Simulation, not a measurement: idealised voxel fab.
A process module follows: voxel released beams.
In the cross-section labelled cut, the width is 230 nm and each square cell is 5 nm.
Cross-section layout: square cells on a grid; listed as bands, top to bottom; a band spans one or more cell rows.
A band entry consists of two parts. The first gives the height of the band's top and the height of its bottom, in nm. The rest lists the band's materials from left to right, each with its width in nm. A single material labelled with the word "throughout" fills the band from edge to edge, and the word "air" marks empty space.
Convention: height 0 is the level below which the wafer, as received, is all one material. The lowest band does not terminate at the bottom but continues downward, represented as "0 -> down".
The width entry "30..40" should be interpreted row by row: the top row of cells in the band takes the first number, the bottom row takes the second number, and the change between adjacent rows is uniform throughout.
"no alterations made" after a step means that no cell of the cross-section changed.
The entry titled "Closed voids list" provides the empty spaces that have no open way to the top, restricted to those of 8 cells or more. Each is presented as width x height at distance, the distance being measured from the left edge, with all three in nm.
On a step's line, text after the settings is the simulator commenting on that step.
overlay nm, on a step with a mask: how far to the right of its planned place the mask lay; to the left if negative
Set out below are the planned steps of the process
| 1 | RECEIVE, material Si |
| 2 | CONFORMAL_DEP, material SiN, thk nm 5 |
| 3 | DIRECTIONAL_DEP, material SiO2, thk nm 20 |
| 4 | DIRECTIONAL_DEP, material aC, thk nm 10 |
| 5 | PATTERN, tone open, mask id ANCHOR, material resist, width nm 25, thk nm 30, overlay nm 0 |
| 6 | DIRECTIONAL_ETCH, etch materials aC, depth nm 10 |
| 7 | STRIP, etch materials resist |
| 8 | DIRECTIONAL_ETCH, etch materials SiO2, depth nm 20 |
| 9 | STRIP, etch materials aC |
| 10 | CONFORMAL_DEP, material polySi, thk nm 10 |
| 11 | DIRECTIONAL_DEP, material aC, thk nm 15 |
| 12 | PATTERN, tone cover, mask id BEAM, material resist, width nm 110, thk nm 30, overlay nm 0 |
| 13 | DIRECTIONAL_ETCH, etch materials aC, depth nm 15 |
| 14 | STRIP, etch materials resist |
| 15 | DIRECTIONAL_ETCH, etch materials polySi, depth nm 10 |
| 16 | STRIP, etch materials aC |
| 17 | STRIP, etch materials SiO2 |
as received, after step 1
- 0 -> down  Si throughout
- Closed voids list: none
Cross-section, first of two wafers, end of module, run as planned
- 35 -> 25  air 55 nm, polySi 15 nm, air 5 nm, polySi 90 nm, air 65 nm
- 25 -> 15  air 60 nm, polySi 10 nm, air 5 nm, polySi 10 nm, air 145 nm
- 15 -> 5  air 60 nm, polySi 25 nm, air 145 nm
- 5 -> 0  SiN throughout
- 0 -> down  Si throughout
- Closed voids list: none
Here's the second of our two wafers sectioned at module end. Same start as the first, same plan, but one mistake got made running it
- 35 -> 25  air 55 nm, polySi 110 nm, air 65 nm
- 25 -> 20  SiN throughout
- 20 -> 0  SiO2 throughout
- 0 -> down  Si throughout
- Closed voids list: none
Misprocessing identified: order of steps 2 and 3 inverted relative to the plan
Final difference in cells, second wafer against first, listed per material as more or fewer: 184 more of SiO2 | 16 fewer of polySi
